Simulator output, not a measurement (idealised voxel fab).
You're looking at the process module voxel plated lines.
For reference, the cross-section in this document is cut, with width 145 nm and square cells of 5 nm.
A cross-section is a grid of square cells, given in bands from the top down. A band is one or more rows of cells. Heads up on the band format: heights come first, top then bottom, in nm. After that it's the materials left to right, each with its width in nm. A single material flagged "all across" fills the whole band edge to edge, and "empty" means there's empty space there. Note: height 0 marks the level under which the wafer is uniformly one material as received. Lowest band unbounded below, written "top 0, no bottom". A width such as "30 to 40" changes by the same amount from each row of cells to the next, from the band's top row to its bottom row. "no change" means the step left every cell of the cross-section as it was. Voids not open to the top, 8 cells minimum: see "Voids lacking openings". Written width x height at distance; distance is from the left edge; nm. Read whatever lies past the settings on a step's line as the simulator's own remark about the step. On any step carrying a mask, the "overlay nm" setting, if present on the step's line, tells how far right of its planned place the mask lay; negative values point to the left.

### These are the steps we planned for the process
1. RECEIVE | material Si
2. CONFORMAL_DEP | material Al2O3 | thk nm 10
3. DIRECTIONAL_DEP | material TiN | thk nm 5
4. PATTERN | tone open | mask id LINES | material resist | width nm 20 | pitch nm 45 | thk nm 20 | overlay nm 0
5. EPI | material Ru | thk nm 5
6. STRIP | etch materials resist
7. DIRECTIONAL_ETCH | etch materials TiN | depth nm 5
8. CONFORMAL_DEP | material SiO2 | thk nm 5
Wafer-to-wafer difference: width nm, step 4. Common start. Plan = first wafer's value.

### Cross-section of the first of several wafers on receipt, reflecting completion of step 1
- top 0, no bottom = Si all across
- Voids lacking openings: none

### Quick key for the table: a row per wafer, taken at the end of the module. For each material it tells you how many cells the wafer gained (+) or lost (-) since it came in, and the closed voids come after
width nm 20, +58 Al2O3, +8 Ru, +37 SiO2, +8 TiN, Voids lacking openings: none
width nm 25, +58 Al2O3, +10 Ru, +37 SiO2, +10 TiN, Voids lacking openings: none
width nm 30, +58 Al2O3, +12 Ru, +37 SiO2, +12 TiN, Voids lacking openings: none
